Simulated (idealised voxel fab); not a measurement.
Process module name: voxel wiring stack
The width of the displayed cross-section, cut, is 260 nm; its cells are square, with a size of 5 nm.
Cross-sections here: square-cell grids, written as top-down lists of bands, a band being one or more rows of cells. Within each band entry, the heights of the top and of the bottom of the band appear first, in that order and in nm; the materials of the band then follow from left to right, each with its corresponding width in nm. The designation "all across" on a single material indicates that it fills the band from edge to edge; the designation "blank" indicates empty space. Heights from 0 (as-received wafer is one material below). Bottom band endless downward, as "0 -> down". Per-row width for "30..40": begins at first number (top row of band), ends at second number (bottom row), increment between rows held constant. Basically "nothing was modified" means that step didn't change any cell in the cross-section. "Trapped void list": empty spaces of 8 cells or more with no open way to the top, each given as width x height at distance, distance from the left edge, all in nm. If you see something after the settings on a step's line, that's the simulator's own remark about that step. overlay nm, on a step with a mask: how far to the right of its planned place the mask lay; to the left if negative.
Steps in the process plan:
step 1: RECEIVE | material Si
step 2: CONFORMAL_DEP | material SiO2 | thk nm 15
step 3: CONFORMAL_DEP | material SiCN | thk nm 5
step 4: DIRECTIONAL_DEP | material lowk | thk nm 20
step 5: MASKED_ETCH | tone open | mask id METAL_1 | width nm 25 | pitch nm 50 | etch materials lowk | depth nm 20 | overlay nm 0
step 6: MASKED_ETCH | tone open | mask id METAL_1 | width nm 25 | pitch nm 50 | etch materials SiCN | depth nm 5 | overlay nm 0
step 7: CONFORMAL_DEP | material TiN | thk nm 5
step 8: FILL_DEP | material Cu | thk nm 10
step 9: CMP | height nm 40
step 10: CONFORMAL_DEP | material SiCN | thk nm 5
step 11: DIRECTIONAL_DEP | material lowk | thk nm 15
step 12: MASKED_ETCH | tone open | mask id PLUG_1 | width nm 15 | pitch nm 100 | etch materials lowk | depth nm 15 | overlay nm 0
step 13: MASKED_ETCH | tone open | mask id PLUG_1 | width nm 15 | pitch nm 100 | etch materials SiCN | depth nm 5 | overlay nm 0
step 14: EPI | material Ru | thk nm 10
step 15: EPI | material Ru | thk nm 10
step 16: CONFORMAL_DEP | material SiCN | thk nm 5
step 17: DIRECTIONAL_DEP | material SiO2 | thk nm 25
step 18: DIRECTIONAL_DEP | material aC | thk nm 15
step 19: PATTERN | tone open | mask id METAL_2 | material resist | width nm 25 | pitch nm 50 | thk nm 30 | overlay nm 0
step 20: DIRECTIONAL_ETCH | etch materials aC | depth nm 15
step 21: STRIP | etch materials resist
step 22: DIRECTIONAL_ETCH | etch materials SiO2 | depth nm 25
step 23: DIRECTIONAL_ETCH | etch materials SiCN | depth nm 5
step 24: STRIP | etch materials aC
step 25: CONFORMAL_DEP | material TiN | thk nm 5
step 26: FILL_DEP | material Cu | thk nm 5
step 27: CMP | height nm 90
step 28: CONFORMAL_DEP | material SiCN | thk nm 5
step 29: DIRECTIONAL_DEP | material SiO2 | thk nm 15
step 30: DIRECTIONAL_DEP | material aC | thk nm 15
step 31: PATTERN | tone open | mask id PLUG_2 | material resist | width nm 15 | pitch nm 50 | thk nm 30 | overlay nm 0
step 32: DIRECTIONAL_ETCH | etch materials aC | depth nm 15
step 33: STRIP | etch materials resist
step 34: DIRECTIONAL_ETCH | etch materials SiO2 | depth nm 15
step 35: DIRECTIONAL_ETCH | etch materials SiCN | depth nm 5
step 36: STRIP | etch materials aC
step 37: CONFORMAL_DEP | material TiN | thk nm 5
step 38: FILL_DEP | material Cu | thk nm 10
step 39: CMP | height nm 110
step 40: DIRECTIONAL_DEP | material TiN | thk nm 5
step 41: DIRECTIONAL_DEP | material Ru | thk nm 20
step 42: PATTERN | tone cover | mask id METAL_3 | material resist | width nm 25 | pitch nm 50 | thk nm 15 | overlay nm 0
step 43: DIRECTIONAL_ETCH | etch materials Ru | depth nm 20
step 44: DIRECTIONAL_ETCH | etch materials TiN | depth nm 5
step 45: STRIP | etch materials resist
step 46: FILL_DEP | material lowk | thk nm 5
step 47: CMP | height nm 135
step 48: CONFORMAL_DEP | material SiCN | thk nm 5
step 49: DIRECTIONAL_DEP | material lowk | thk nm 20
step 50: MASKED_ETCH | tone open | mask id PLUG_3 | width nm 15 | pitch nm 50 | etch materials lowk | depth nm 20 | overlay nm 0
step 51: MASKED_ETCH | tone open | mask id PLUG_3 | width nm 15 | pitch nm 50 | etch materials SiCN | depth nm 5 | overlay nm 0
step 52: EPI | material Ru | thk nm 10
step 53: EPI | material Ru | thk nm 10
step 54: EPI | material Ru | thk nm 5
step 55: CONFORMAL_DEP | material SiCN | thk nm 5
step 56: DIRECTIONAL_DEP | material lowk | thk nm 15
step 57: PATTERN | tone open | mask id METAL_4 | material resist | width nm 25 | pitch nm 50 | thk nm 15 | overlay nm 0
step 58: DIRECTIONAL_ETCH | etch materials lowk | depth nm 15
step 59: DIRECTIONAL_ETCH | etch materials SiCN | depth nm 5
step 60: STRIP | etch materials resist
step 61: CONFORMAL_DEP | material TiN | thk nm 5
step 62: FILL_DEP | material Ru | thk nm 5
step 63: CMP | height nm 180
step 64: CONFORMAL_DEP | material SiCN | thk nm 5
First of two wafers, processed according to plan:
The cross-section here shows the wafer as received, i.e. in its state after step 1:
  0 -> down = Si all across
  Trapped void list: none
Sectional view: wafer, after step 2:
  15 -> 0 = SiO2 all across
  Under the height 0 nothing was changed.
Sectional view: wafer, after step 3:
  20 -> 15 = SiCN all across
  Under the height 15 nothing was changed.
Sectional view: wafer, after step 4:
  40 -> 20 = lowk all across
  Under the height 20 nothing was changed.
Sectional view: wafer, after step 5:
  40 -> 20 = lowk 40, then blank 25, then lowk 25, then blank 25, then lowk 25, then blank 25, then lowk 25, then blank 25, then lowk 45
  Under the height 20 nothing was changed.
Sectional view: wafer, after step 6:
  40 -> 20 = lowk 40, then blank 25, then lowk 25, then blank 25, then lowk 25, then blank 25, then lowk 25, then blank 25, then lowk 45
  20 -> 15 = SiCN 40, then blank 25, then SiCN 25, then blank 25, then SiCN 25, then blank 25, then SiCN 25, then blank 25, then SiCN 45
  Under the height 15 nothing was changed.
Sectional view: wafer, after step 7:
  45 -> 40 = TiN 45, then blank 15, then TiN 35, then blank 15, then TiN 35, then blank 15, then TiN 35, then blank 15, then TiN 50
  40 -> 20 = lowk 40, then TiN 5, then blank 15, then TiN 5, then lowk 25, then TiN 5, then blank 15, then TiN 5, then lowk 25, then TiN 5, then blank 15, then TiN 5, then lowk 25, then TiN 5, then blank 15, then TiN 5, then lowk 45
  20 -> 15 = SiCN 40, then TiN 25, then SiCN 25, then TiN 25, then SiCN 25, then TiN 25, then SiCN 25, then TiN 25, then SiCN 45
  Under the height 15 nothing was changed.
Sectional view: wafer, after step 8:
  55 -> 45 = Cu all across
  45 -> 40 = TiN 45, then Cu 15, then TiN 35, then Cu 15, then TiN 35, then Cu 15, then TiN 35, then Cu 15, then TiN 50
  40 -> 20 = lowk 40, then TiN 5, then Cu 15, then TiN 5, then lowk 25, then TiN 5, then Cu 15, then TiN 5, then lowk 25, then TiN 5, then Cu 15, then TiN 5, then lowk 25, then TiN 5, then Cu 15, then TiN 5, then lowk 45
  Under the height 20 nothing was changed.
Sectional view: wafer, after step 9:
  40 -> 20 = lowk 40, then TiN 5, then Cu 15, then TiN 5, then lowk 25, then TiN 5, then Cu 15, then TiN 5, then lowk 25, then TiN 5, then Cu 15, then TiN 5, then lowk 25, then TiN 5, then Cu 15, then TiN 5, then lowk 45
  Under the height 20 nothing was changed.
Sectional view: wafer, after step 10:
  45 -> 40 = SiCN all across
  Under the height 40 nothing was changed.
Sectional view: wafer, after step 11:
  60 -> 45 = lowk all across
  Under the height 45 nothing was changed.
Sectional view: wafer, after step 12:
  60 -> 45 = lowk 40, then blank 15, then lowk 85, then blank 15, then lowk 105
  Under the height 45 nothing was changed.
Sectional view: wafer, after step 13:
  60 -> 45 = lowk 40, then blank 15, then lowk 85, then blank 15, then lowk 105
  45 -> 40 = SiCN 40, then blank 15, then SiCN 85, then blank 15, then SiCN 105
  Under the height 40 nothing was changed.
Sectional view: wafer, after step 14:
  60 -> 50 = lowk 40, then blank 15, then lowk 85, then blank 15, then lowk 105
  50 -> 45 = lowk 40, then Ru 15, then lowk 85, then Ru 15, then lowk 105
  45 -> 40 = SiCN 40, then Ru 15, then SiCN 85, then Ru 15, then SiCN 105
  Under the height 40 nothing was changed.
Sectional view: wafer, after step 15:
  60 -> 45 = lowk 40, then Ru 15, then lowk 85, then Ru 15, then lowk 105
  Under the height 45 nothing was changed.
Sectional view: wafer, after step 16:
  65 -> 60 = SiCN all across
  Under the height 60 nothing was changed.
Sectional view: wafer, after step 17:
  90 -> 65 = SiO2 all across
  Under the height 65 nothing was changed.
Sectional view: wafer, after step 18:
  105 -> 90 = aC all across
  Under the height 90 nothing was changed.
Sectional view: wafer, after step 19:
  135 -> 105 = resist 40, then blank 25, then resist 25, then blank 25, then resist 25, then blank 25, then resist 25, then blank 25, then resist 45
  Under the height 105 nothing was changed.
Sectional view: wafer, after step 20:
  120 -> 105 = resist 40, then blank 25, then resist 25, then blank 25, then resist 25, then blank 25, then resist 25, then blank 25, then resist 45
  105 -> 90 = aC 40, then blank 25, then aC 25, then blank 25, then aC 25, then blank 25, then aC 25, then blank 25, then aC 45
  Under the height 90 nothing was changed.
Sectional view: wafer, after step 21:
  105 -> 90 = aC 40, then blank 25, then aC 25, then blank 25, then aC 25, then blank 25, then aC 25, then blank 25, then aC 45
  Under the height 90 nothing was changed.
Sectional view: wafer, after step 22:
  105 -> 90 = aC 40, then blank 25, then aC 25, then blank 25, then aC 25, then blank 25, then aC 25, then blank 25, then aC 45
  90 -> 65 = SiO2 40, then blank 25, then SiO2 25, then blank 25, then SiO2 25, then blank 25, then SiO2 25, then blank 25, then SiO2 45
  Under the height 65 nothing was changed.
Sectional view: wafer, after step 23:
  105 -> 90 = aC 40, then blank 25, then aC 25, then blank 25, then aC 25, then blank 25, then aC 25, then blank 25, then aC 45
  90 -> 65 = SiO2 40, then blank 25, then SiO2 25, then blank 25, then SiO2 25, then blank 25, then SiO2 25, then blank 25, then SiO2 45
  65 -> 60 = SiCN 40, then blank 25, then SiCN 25, then blank 25, then SiCN 25, then blank 25, then SiCN 25, then blank 25, then SiCN 45
  Under the height 60 nothing was changed.
Sectional view: wafer, after step 24:
  90 -> 65 = SiO2 40, then blank 25, then SiO2 25, then blank 25, then SiO2 25, then blank 25, then SiO2 25, then blank 25, then SiO2 45
  Under the height 65 nothing was changed.
Sectional view: wafer, after step 25:
  95 -> 90 = TiN 45, then blank 15, then TiN 35, then blank 15, then TiN 35, then blank 15, then TiN 35, then blank 15, then TiN 50
  90 -> 65 = SiO2 40, then TiN 5, then blank 15, then TiN 5, then SiO2 25, then TiN 5, then blank 15, then TiN 5, then SiO2 25, then TiN 5, then blank 15, then TiN 5, then SiO2 25, then TiN 5, then blank 15, then TiN 5, then SiO2 45
  65 -> 60 = SiCN 40, then TiN 25, then SiCN 25, then TiN 25, then SiCN 25, then TiN 25, then SiCN 25, then TiN 25, then SiCN 45
  Under the height 60 nothing was changed.
Sectional view: wafer, after step 26:
  100 -> 95 = Cu all across
  95 -> 90 = TiN 45, then Cu 15, then TiN 35, then Cu 15, then TiN 35, then Cu 15, then TiN 35, then Cu 15, then TiN 50
  90 -> 65 = SiO2 40, then TiN 5, then Cu 15, then TiN 5, then SiO2 25, then TiN 5, then Cu 15, then TiN 5, then SiO2 25, then TiN 5, then Cu 15, then TiN 5, then SiO2 25, then TiN 5, then Cu 15, then TiN 5, then SiO2 45
  Under the height 65 nothing was changed.
Sectional view: wafer, after step 27:
  90 -> 65 = SiO2 40, then TiN 5, then Cu 15, then TiN 5, then SiO2 25, then TiN 5, then Cu 15, then TiN 5, then SiO2 25, then TiN 5, then Cu 15, then TiN 5, then SiO2 25, then TiN 5, then Cu 15, then TiN 5, then SiO2 45
  Under the height 65 nothing was changed.
Sectional view: wafer, after step 28:
  95 -> 90 = SiCN all across
  Under the height 90 nothing was changed.
Sectional view: wafer, after step 29:
  110 -> 95 = SiO2 all across
  Under the height 95 nothing was changed.
Sectional view: wafer, after step 30:
  125 -> 110 = aC all across
  Under the height 110 nothing was changed.
Sectional view: wafer, after step 31:
  155 -> 125 = resist 40, then blank 15, then resist 35, then blank 15, then resist 35, then blank 15, then resist 35, then blank 15, then resist 55
  Under the height 125 nothing was changed.
Sectional view: wafer, after step 32:
  140 -> 125 = resist 40, then blank 15, then resist 35, then blank 15, then resist 35, then blank 15, then resist 35, then blank 15, then resist 55
  125 -> 110 = aC 40, then blank 15, then aC 35, then blank 15, then aC 35, then blank 15, then aC 35, then blank 15, then aC 55
  Under the height 110 nothing was changed.
Sectional view: wafer, after step 33:
  125 -> 110 = aC 40, then blank 15, then aC 35, then blank 15, then aC 35, then blank 15, then aC 35, then blank 15, then aC 55
  Under the height 110 nothing was changed.
Sectional view: wafer, after step 34:
  125 -> 110 = aC 40, then blank 15, then aC 35, then blank 15, then aC 35, then blank 15, then aC 35, then blank 15, then aC 55
  110 -> 95 = SiO2 40, then blank 15, then SiO2 35, then blank 15, then SiO2 35, then blank 15, then SiO2 35, then blank 15, then SiO2 55
  Under the height 95 nothing was changed.
Sectional view: wafer, after step 35:
  125 -> 110 = aC 40, then blank 15, then aC 35, then blank 15, then aC 35, then blank 15, then aC 35, then blank 15, then aC 55
  110 -> 95 = SiO2 40, then blank 15, then SiO2 35, then blank 15, then SiO2 35, then blank 15, then SiO2 35, then blank 15, then SiO2 55
  95 -> 90 = SiCN 40, then blank 15, then SiCN 35, then blank 15, then SiCN 35, then blank 15, then SiCN 35, then blank 15, then SiCN 55
  Under the height 90 nothing was changed.
Sectional view: wafer, after step 36:
  110 -> 95 = SiO2 40, then blank 15, then SiO2 35, then blank 15, then SiO2 35, then blank 15, then SiO2 35, then blank 15, then SiO2 55
  Under the height 95 nothing was changed.
Sectional view: wafer, after step 37:
  115 -> 110 = TiN 45, then blank 5, then TiN 45, then blank 5, then TiN 45, then blank 5, then TiN 45, then blank 5, then TiN 60
  110 -> 95 = SiO2 40, then TiN 5, then blank 5, then TiN 5, then SiO2 35, then TiN 5, then blank 5, then TiN 5, then SiO2 35, then TiN 5, then blank 5, then TiN 5, then SiO2 35, then TiN 5, then blank 5, then TiN 5, then SiO2 55
  95 -> 90 = SiCN 40, then TiN 15, then SiCN 35, then TiN 15, then SiCN 35, then TiN 15, then SiCN 35, then TiN 15, then SiCN 55
  Under the height 90 nothing was changed.
Sectional view: wafer, after step 38:
  125 -> 115 = Cu all across
  115 -> 110 = TiN 45, then Cu 5, then TiN 45, then Cu 5, then TiN 45, then Cu 5, then TiN 45, then Cu 5, then TiN 60
  110 -> 95 = SiO2 40, then TiN 5, then Cu 5, then TiN 5, then SiO2 35, then TiN 5, then Cu 5, then TiN 5, then SiO2 35, then TiN 5, then Cu 5, then TiN 5, then SiO2 35, then TiN 5, then Cu 5, then TiN 5, then SiO2 55
  Under the height 95 nothing was changed.
Sectional view: wafer, after step 39:
  110 -> 95 = SiO2 40, then TiN 5, then Cu 5, then TiN 5, then SiO2 35, then TiN 5, then Cu 5, then TiN 5, then SiO2 35, then TiN 5, then Cu 5, then TiN 5, then SiO2 35, then TiN 5, then Cu 5, then TiN 5, then SiO2 55
  Under the height 95 nothing was changed.
Sectional view: wafer, after step 40:
  115 -> 110 = TiN all across
  Under the height 110 nothing was changed.
Sectional view: wafer, after step 41:
  135 -> 115 = Ru all across
  Under the height 115 nothing was changed.
Sectional view: wafer, after step 42:
  150 -> 135 = blank 40, then resist 25, then blank 25, then resist 25, then blank 25, then resist 25, then blank 25, then resist 25, then blank 45
  Under the height 135 nothing was changed.
Sectional view: wafer, after step 43:
  150 -> 135 = blank 40, then resist 25, then blank 25, then resist 25, then blank 25, then resist 25, then blank 25, then resist 25, then blank 45
  135 -> 115 = blank 40, then Ru 25, then blank 25, then Ru 25, then blank 25, then Ru 25, then blank 25, then Ru 25, then blank 45
  Under the height 115 nothing was changed.
Sectional view: wafer, after step 44:
  150 -> 135 = blank 40, then resist 25, then blank 25, then resist 25, then blank 25, then resist 25, then blank 25, then resist 25, then blank 45
  135 -> 115 = blank 40, then Ru 25, then blank 25, then Ru 25, then blank 25, then Ru 25, then blank 25, then Ru 25, then blank 45
  115 -> 110 = blank 40, then TiN 25, then blank 25, then TiN 25, then blank 25, then TiN 25, then blank 25, then TiN 25, then blank 45
  Under the height 110 nothing was changed.
Sectional view: wafer, after step 45:
  135 -> 115 = blank 40, then Ru 25, then blank 25, then Ru 25, then blank 25, then Ru 25, then blank 25, then Ru 25, then blank 45
  Under the height 115 nothing was changed.
Sectional view: wafer, after step 46:
  140 -> 135 = lowk all across
  135 -> 115 = lowk 40, then Ru 25, then lowk 25, then Ru 25, then lowk 25, then Ru 25, then lowk 25, then Ru 25, then lowk 45
  115 -> 110 = lowk 40, then TiN 25, then lowk 25, then TiN 25, then lowk 25, then TiN 25, then lowk 25, then TiN 25, then lowk 45
  Under the height 110 nothing was changed.
Sectional view: wafer, after step 47:
  135 -> 115 = lowk 40, then Ru 25, then lowk 25, then Ru 25, then lowk 25, then Ru 25, then lowk 25, then Ru 25, then lowk 45
  Under the height 115 nothing was changed.
Sectional view: wafer, after step 48:
  140 -> 135 = SiCN all across
  Under the height 135 nothing was changed.
Sectional view: wafer, after step 49:
  160 -> 140 = lowk all across
  Under the height 140 nothing was changed.
Sectional view: wafer, after step 50:
  160 -> 140 = lowk 40, then blank 15, then lowk 35, then blank 15, then lowk 35, then blank 15, then lowk 35, then blank 15, then lowk 55
  Under the height 140 nothing was changed.
Sectional view: wafer, after step 51:
  160 -> 140 = lowk 40, then blank 15, then lowk 35, then blank 15, then lowk 35, then blank 15, then lowk 35, then blank 15, then lowk 55
  140 -> 135 = SiCN 40, then blank 15, then SiCN 35, then blank 15, then SiCN 35, then blank 15, then SiCN 35, then blank 15, then SiCN 55
  Under the height 135 nothing was changed.
Sectional view: wafer, after step 52:
  160 -> 145 = lowk 40, then blank 15, then lowk 35, then blank 15, then lowk 35, then blank 15, then lowk 35, then blank 15, then lowk 55
  145 -> 140 = lowk 40, then Ru 15, then lowk 35, then Ru 15, then lowk 35, then Ru 15, then lowk 35, then Ru 15, then lowk 55
  140 -> 135 = SiCN 40, then Ru 15, then SiCN 35, then Ru 15, then SiCN 35, then Ru 15, then SiCN 35, then Ru 15, then SiCN 55
  Under the height 135 nothing was changed.
Sectional view: wafer, after step 53:
  160 -> 155 = lowk 40, then blank 15, then lowk 35, then blank 15, then lowk 35, then blank 15, then lowk 35, then blank 15, then lowk 55
  155 -> 140 = lowk 40, then Ru 15, then lowk 35, then Ru 15, then lowk 35, then Ru 15, then lowk 35, then Ru 15, then lowk 55
  Under the height 140 nothing was changed.
Sectional view: wafer, after step 54:
  160 -> 140 = lowk 40, then Ru 15, then lowk 35, then Ru 15, then lowk 35, then Ru 15, then lowk 35, then Ru 15, then lowk 55
  Under the height 140 nothing was changed.
Sectional view: wafer, after step 55:
  165 -> 160 = SiCN all across
  Under the height 160 nothing was changed.
Sectional view: wafer, after step 56:
  180 -> 165 = lowk all across
  Under the height 165 nothing was changed.
Sectional view: wafer, after step 57:
  195 -> 180 = resist 40, then blank 25, then resist 25, then blank 25, then resist 25, then blank 25, then resist 25, then blank 25, then resist 45
  Under the height 180 nothing was changed.
Sectional view: wafer, after step 58:
  195 -> 180 = resist 40, then blank 25, then resist 25, then blank 25, then resist 25, then blank 25, then resist 25, then blank 25, then resist 45
  180 -> 165 = lowk 40, then blank 25, then lowk 25, then blank 25, then lowk 25, then blank 25, then lowk 25, then blank 25, then lowk 45
  Under the height 165 nothing was changed.
Sectional view: wafer, after step 59:
  195 -> 180 = resist 40, then blank 25, then resist 25, then blank 25, then resist 25, then blank 25, then resist 25, then blank 25, then resist 45
  180 -> 165 = lowk 40, then blank 25, then lowk 25, then blank 25, then lowk 25, then blank 25, then lowk 25, then blank 25, then lowk 45
  165 -> 160 = SiCN 40, then blank 25, then SiCN 25, then blank 25, then SiCN 25, then blank 25, then SiCN 25, then blank 25, then SiCN 45
  Under the height 160 nothing was changed.
Sectional view: wafer, after step 60:
  180 -> 165 = lowk 40, then blank 25, then lowk 25, then blank 25, then lowk 25, then blank 25, then lowk 25, then blank 25, then lowk 45
  Under the height 165 nothing was changed.
Sectional view: wafer, after step 61:
  185 -> 180 = TiN 45, then blank 15, then TiN 35, then blank 15, then TiN 35, then blank 15, then TiN 35, then blank 15, then TiN 50
  180 -> 165 = lowk 40, then TiN 5, then blank 15, then TiN 5, then lowk 25, then TiN 5, then blank 15, then TiN 5, then lowk 25, then TiN 5, then blank 15, then TiN 5, then lowk 25, then TiN 5, then blank 15, then TiN 5, then lowk 45
  165 -> 160 = SiCN 40, then TiN 25, then SiCN 25, then TiN 25, then SiCN 25, then TiN 25, then SiCN 25, then TiN 25, then SiCN 45
  Under the height 160 nothing was changed.
Sectional view: wafer, after step 62:
  190 -> 185 = Ru all across
  185 -> 180 = TiN 45, then Ru 15, then TiN 35, then Ru 15, then TiN 35, then Ru 15, then TiN 35, then Ru 15, then TiN 50
  180 -> 165 = lowk 40, then TiN 5, then Ru 15, then TiN 5, then lowk 25, then TiN 5, then Ru 15, then TiN 5, then lowk 25, then TiN 5, then Ru 15, then TiN 5, then lowk 25, then TiN 5, then Ru 15, then TiN 5, then lowk 45
  Under the height 165 nothing was changed.
Sectional view: wafer, after step 63:
  180 -> 165 = lowk 40, then TiN 5, then Ru 15, then TiN 5, then lowk 25, then TiN 5, then Ru 15, then TiN 5, then lowk 25, then TiN 5, then Ru 15, then TiN 5, then lowk 25, then TiN 5, then Ru 15, then TiN 5, then lowk 45
  Under the height 165 nothing was changed.
Sectional view: wafer, after step 64:
  185 -> 180 = SiCN all across
  Under the height 180 nothing was changed.
For the second wafer, take the first wafer's start and plan, then add one mistake made in running it; everything through step 41, that step included, is shared with the first:
Cross-section of the second wafer when, according to plan, step 42 should have finished:
  150 -> 135 = blank 45, then resist 25, then blank 25, then resist 25, then blank 25, then resist 25, then blank 25, then resist 25, then blank 40
  Under the height 135 nothing was changed.
Cross-section of the second wafer when, according to plan, step 43 should have finished:
  150 -> 135 = blank 45, then resist 25, then blank 25, then resist 25, then blank 25, then resist 25, then blank 25, then resist 25, then blank 40
  135 -> 115 = blank 45, then Ru 25, then blank 25, then Ru 25, then blank 25, then Ru 25, then blank 25, then Ru 25, then blank 40
  Under the height 115 nothing was changed.
Cross-section of the second wafer when, according to plan, step 44 should have finished:
  150 -> 135 = blank 45, then resist 25, then blank 25, then resist 25, then blank 25, then resist 25, then blank 25, then resist 25, then blank 40
  135 -> 115 = blank 45, then Ru 25, then blank 25, then Ru 25, then blank 25, then Ru 25, then blank 25, then Ru 25, then blank 40
  115 -> 110 = blank 45, then TiN 25, then blank 25, then TiN 25, then blank 25, then TiN 25, then blank 25, then TiN 25, then blank 40
  Under the height 110 nothing was changed.
Cross-section of the second wafer when, according to plan, step 45 should have finished:
  135 -> 115 = blank 45, then Ru 25, then blank 25, then Ru 25, then blank 25, then Ru 25, then blank 25, then Ru 25, then blank 40
  Under the height 115 nothing was changed.
Cross-section of the second wafer when, according to plan, step 46 should have finished:
  140 -> 135 = lowk all across
  135 -> 115 = lowk 45, then Ru 25, then lowk 25, then Ru 25, then lowk 25, then Ru 25, then lowk 25, then Ru 25, then lowk 40
  115 -> 110 = lowk 45, then TiN 25, then lowk 25, then TiN 25, then lowk 25, then TiN 25, then lowk 25, then TiN 25, then lowk 40
  Under the height 110 nothing was changed.
Cross-section of the second wafer when, according to plan, step 47 should have finished:
  135 -> 115 = lowk 45, then Ru 25, then lowk 25, then Ru 25, then lowk 25, then Ru 25, then lowk 25, then Ru 25, then lowk 40
  Under the height 115 nothing was changed.
Cross-section of the second wafer when, according to plan, step 48 should have finished:
  140 -> 135 = SiCN all across
  Under the height 135 nothing was changed.
Cross-section of the second wafer when, according to plan, step 49 should have finished:
  160 -> 140 = lowk all across
  Under the height 140 nothing was changed.
Cross-section of the second wafer when, according to plan, step 50 should have finished:
  160 -> 140 = lowk 40, then blank 15, then lowk 35, then blank 15, then lowk 35, then blank 15, then lowk 35, then blank 15, then lowk 55
  Under the height 140 nothing was changed.
Cross-section of the second wafer when, according to plan, step 51 should have finished:
  160 -> 140 = lowk 40, then blank 15, then lowk 35, then blank 15, then lowk 35, then blank 15, then lowk 35, then blank 15, then lowk 55
  140 -> 135 = SiCN 40, then blank 15, then SiCN 35, then blank 15, then SiCN 35, then blank 15, then SiCN 35, then blank 15, then SiCN 55
  Under the height 135 nothing was changed.
Cross-section of the second wafer when, according to plan, step 52 should have finished:
  160 -> 145 = lowk 40, then blank 15, then lowk 35, then blank 15, then lowk 35, then blank 15, then lowk 35, then blank 15, then lowk 55
  145 -> 140 = lowk 40, then Ru 15, then lowk 35, then Ru 15, then lowk 35, then Ru 15, then lowk 35, then Ru 15, then lowk 55
  140 -> 135 = SiCN 40, then Ru 15, then SiCN 35, then Ru 15, then SiCN 35, then Ru 15, then SiCN 35, then Ru 15, then SiCN 55
  Under the height 135 nothing was changed.
Cross-section of the second wafer when, according to plan, step 53 should have finished:
  160 -> 155 = lowk 40, then blank 15, then lowk 35, then blank 15, then lowk 35, then blank 15, then lowk 35, then blank 15, then lowk 55
  155 -> 140 = lowk 40, then Ru 15, then lowk 35, then Ru 15, then lowk 35, then Ru 15, then lowk 35, then Ru 15, then lowk 55
  Under the height 140 nothing was changed.
Cross-section of the second wafer when, according to plan, step 54 should have finished:
  160 -> 140 = lowk 40, then Ru 15, then lowk 35, then Ru 15, then lowk 35, then Ru 15, then lowk 35, then Ru 15, then lowk 55
  Under the height 140 nothing was changed.
Cross-section of the second wafer when, according to plan, step 55 should have finished:
  165 -> 160 = SiCN all across
  Under the height 160 nothing was changed.
Cross-section of the second wafer when, according to plan, step 56 should have finished:
  180 -> 165 = lowk all across
  Under the height 165 nothing was changed.
Cross-section of the second wafer when, according to plan, step 57 should have finished:
  195 -> 180 = resist 40, then blank 25, then resist 25, then blank 25, then resist 25, then blank 25, then resist 25, then blank 25, then resist 45
  Under the height 180 nothing was changed.
Cross-section of the second wafer when, according to plan, step 58 should have finished:
  195 -> 180 = resist 40, then blank 25, then resist 25, then blank 25, then resist 25, then blank 25, then resist 25, then blank 25, then resist 45
  180 -> 165 = lowk 40, then blank 25, then lowk 25, then blank 25, then lowk 25, then blank 25, then lowk 25, then blank 25, then lowk 45
  Under the height 165 nothing was changed.
Cross-section of the second wafer when, according to plan, step 59 should have finished:
  195 -> 180 = resist 40, then blank 25, then resist 25, then blank 25, then resist 25, then blank 25, then resist 25, then blank 25, then resist 45
  180 -> 165 = lowk 40, then blank 25, then lowk 25, then blank 25, then lowk 25, then blank 25, then lowk 25, then blank 25, then lowk 45
  165 -> 160 = SiCN 40, then blank 25, then SiCN 25, then blank 25, then SiCN 25, then blank 25, then SiCN 25, then blank 25, then SiCN 45
  Under the height 160 nothing was changed.
Cross-section of the second wafer when, according to plan, step 60 should have finished:
  180 -> 165 = lowk 40, then blank 25, then lowk 25, then blank 25, then lowk 25, then blank 25, then lowk 25, then blank 25, then lowk 45
  Under the height 165 nothing was changed.
Cross-section of the second wafer when, according to plan, step 61 should have finished:
  185 -> 180 = TiN 45, then blank 15, then TiN 35, then blank 15, then TiN 35, then blank 15, then TiN 35, then blank 15, then TiN 50
  180 -> 165 = lowk 40, then TiN 5, then blank 15, then TiN 5, then lowk 25, then TiN 5, then blank 15, then TiN 5, then lowk 25, then TiN 5, then blank 15, then TiN 5, then lowk 25, then TiN 5, then blank 15, then TiN 5, then lowk 45
  165 -> 160 = SiCN 40, then TiN 25, then SiCN 25, then TiN 25, then SiCN 25, then TiN 25, then SiCN 25, then TiN 25, then SiCN 45
  Under the height 160 nothing was changed.
Cross-section of the second wafer when, according to plan, step 62 should have finished:
  190 -> 185 = Ru all across
  185 -> 180 = TiN 45, then Ru 15, then TiN 35, then Ru 15, then TiN 35, then Ru 15, then TiN 35, then Ru 15, then TiN 50
  180 -> 165 = lowk 40, then TiN 5, then Ru 15, then TiN 5, then lowk 25, then TiN 5, then Ru 15, then TiN 5, then lowk 25, then TiN 5, then Ru 15, then TiN 5, then lowk 25, then TiN 5, then Ru 15, then TiN 5, then lowk 45
  Under the height 165 nothing was changed.
Cross-section of the second wafer when, according to plan, step 63 should have finished:
  180 -> 165 = lowk 40, then TiN 5, then Ru 15, then TiN 5, then lowk 25, then TiN 5, then Ru 15, then TiN 5, then lowk 25, then TiN 5, then Ru 15, then TiN 5, then lowk 25, then TiN 5, then Ru 15, then TiN 5, then lowk 45
  Under the height 165 nothing was changed.
Cross-section of the second wafer when, according to plan, step 64 should have finished:
  185 -> 180 = SiCN all across
  Under the height 180 nothing was changed.
what went wrong: so step 42 ended up running with a different setting than we planned, it ran as PATTERN | tone cover | mask id METAL_3 | material resist | width nm 25 | pitch nm 50 | thk nm 15 | overlay nm 5
Tallied in cells, the final second wafer holds each material in the same quantity as the first, although not at the same places.
